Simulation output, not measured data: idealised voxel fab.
The following process module bears the name voxel self aligned vias.
Displayed cross-section: cut, width of 205 nm, square cells sized 5 nm.
Heads up, the way a cross-section reads in here is a grid of square cells, handed over as bands from the top down, with every band being one or more rows of cells.
First you get the band's top height and its bottom height, in nm, and then the materials it's made of, left to right, with each width in nm. If you see a single material with "all across", that one covers the band edge to edge. "blank" is empty space.
Height is counted from the level 0, under which the received wafer is composed throughout of one material. The lowest of the bands is not closed at the bottom but continues downward, in the notation "0 nm and below".
The expression "30->40" gives the width at the extremes of the band, the first number at its top row of cells and the second at its bottom row, with the width changing by equal amounts from each row to the next in between.
Where a step carries "stayed the same", the cross-section came out of it unchanged, cell for cell.
"Internal closed voids" contains a list of empty spaces, each no smaller than 8 cells and without an open way to the top, written in the form width x height at distance with the distance from the left edge and all three in nm.
Step line, after settings: the simulator's comment on this step.
overlay nm: for a step with a mask, the amount by which the mask lay right of where it was planned; a negative amount means left of it.

-- So here's the lineup of process steps we planned
step 1: RECEIVE with material Si
step 2: CONFORMAL_DEP with material SiO2, thk nm 15
step 3: CONFORMAL_DEP with material SiCN, thk nm 5
step 4: DIRECTIONAL_DEP with material SiO2, thk nm 25
step 5: MASKED_ETCH with tone open, mask id LINES, width nm 20, pitch nm 70, etch materials SiO2, depth nm 25, overlay nm 0
step 6: CONFORMAL_DEP with material TiN, thk nm 5
step 7: FILL_DEP with material W, thk nm 10
step 8: CMP with height nm 45
step 9: SELECTIVE_ETCH with etch materials W Ru TiN, depth nm 5
step 10: FILL_DEP with material SiN, thk nm 5
step 11: CMP with height nm 45
step 12: DIRECTIONAL_DEP with material SiO2, thk nm 15
step 13: PATTERN with tone open, mask id VIAS, material resist, width nm 40, thk nm 20, overlay nm 0
step 14: DIRECTIONAL_ETCH with etch materials SiO2, depth nm 15
step 15: DIRECTIONAL_ETCH with etch materials SiN, depth nm 5
step 16: STRIP with etch materials resist
step 17: CONFORMAL_DEP with material TiN, thk nm 5
step 18: FILL_DEP with material W, thk nm 5
step 19: CMP with height nm 60
step 20: CONFORMAL_DEP with material SiN, thk nm 5

-- Cross-section of the wafer at receipt, which is the condition after step 1
    0 nm and below: Si all across
    Internal closed voids: none

-- The plan above was carried out on the starting structure above with one mistake, and this cross-section shows the wafer at the end of the module
    65 nm to 60 nm: SiN all across
    60 nm to 50 nm: 45 of SiO2 / 5 of TiN / 30 of W / 5 of TiN / 120 of SiO2
    50 nm to 45 nm: 45 of SiO2 / 15 of TiN / 10 of W / 15 of TiN / 120 of SiO2
    45 nm to 40 nm: 55 of SiO2 / 20 of TiN / 50 of SiO2 / 20 of SiN / 60 of SiO2
    40 nm to 35 nm: 55 of SiO2 / 20 of TiN / 50 of SiO2 / 20 of TiN / 60 of SiO2
    35 nm to 30 nm: SiCN all across
    30 nm to 0 nm: SiO2 all across
    0 nm and below: Si all across
    Internal closed voids: none
Error vs. plan: in the plan, step 2 was performed twice
